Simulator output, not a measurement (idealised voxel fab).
process module | voxel released beams
cross-section cut | 220 nm wide | cells 5 nm
A cross-section is a grid of square cells, given in bands from the top down. A band is one or more rows of cells.
Each band's line starts with the height of the band's top and of its bottom, in nm. Then come its materials from left to right, each with its width in nm. One material with "throughout" fills the band from edge to edge. "air" is empty space.
Height 0 is the level under which the wafer as received is all one material. The lowest band goes on downwards, as in "0 down".
A width such as "30 to 40" changes by the same amount from each row of cells to the next, from the band's top row to its bottom row.
"no change" after a step means that no cell of the cross-section changed.
closed voids: empty space of 8 cells or more with no open way to the top, each as width x height at its distance from the left edge, in nm
after a step's settings: what the simulator itself notes on the step
overlay nm, on a step with a mask: how far to the right of its planned place the mask lay; to the left if negative
plan
1 op RECEIVE | material Si
2 op CONFORMAL_DEP | material Al2O3 | thk nm 5
3 op DIRECTIONAL_DEP | material SiO2 | thk nm 10
4 op DIRECTIONAL_DEP | material aC | thk nm 15
5 op PATTERN | tone open | mask id ANCHOR | material resist | width nm 35 | thk nm 35 | overlay nm 0
6 op DIRECTIONAL_ETCH | etch materials aC | depth nm 15
7 op STRIP | etch materials resist
8 op DIRECTIONAL_ETCH | etch materials SiO2 | depth nm 10
9 op STRIP | etch materials aC
10 op CONFORMAL_DEP | material polySi | thk nm 10
11 op DIRECTIONAL_DEP | material aC | thk nm 15
12 op PATTERN | tone cover | mask id BEAM | material resist | width nm 85 | thk nm 30 | overlay nm -15
13 op DIRECTIONAL_ETCH | etch materials aC | depth nm 15
14 op STRIP | etch materials resist
15 op DIRECTIONAL_ETCH | etch materials polySi | depth nm 10
16 op STRIP | etch materials aC
17 op STRIP | etch materials SiO2
varied across the wafers: overlay nm of step 12. The plan shows the first wafer's value. All wafers start alike
first wafer as received, after step 1
  0 down: Si throughout
  closed voids: none
first wafer at the end, after step 17
  25 to 15: air 50 | polySi 30 | air 15 | polySi 40 | air 85
  15 to 5: air 70 | polySi 35 | air 115
  5 to 0: Al2O3 throughout
  0 down: Si throughout
  closed voids: none
last wafer at the end
  25 to 15: air 95 | polySi 70 | air 55
  15 to 5: air 70 | polySi 35 | air 115
  5 to 0: Al2O3 throughout
  0 down: Si throughout
  closed voids: none
each wafer at the end: cells of each material gained (+) or lost (-) since it was received, then its closed voids
overlay nm -15 | +44 Al2O3 | +42 polySi | closed voids: none
overlay nm -10 | +44 Al2O3 | +42 polySi | closed voids: none
overlay nm -5 | +44 Al2O3 | +42 polySi | closed voids: none
overlay nm 0 | +44 Al2O3 | +42 polySi | closed voids: none
overlay nm 5 | +44 Al2O3 | +42 polySi | closed voids: none
overlay nm 10 | +44 Al2O3 | +42 polySi | closed voids: none
overlay nm 15 | +44 Al2O3 | +42 polySi | closed voids: none
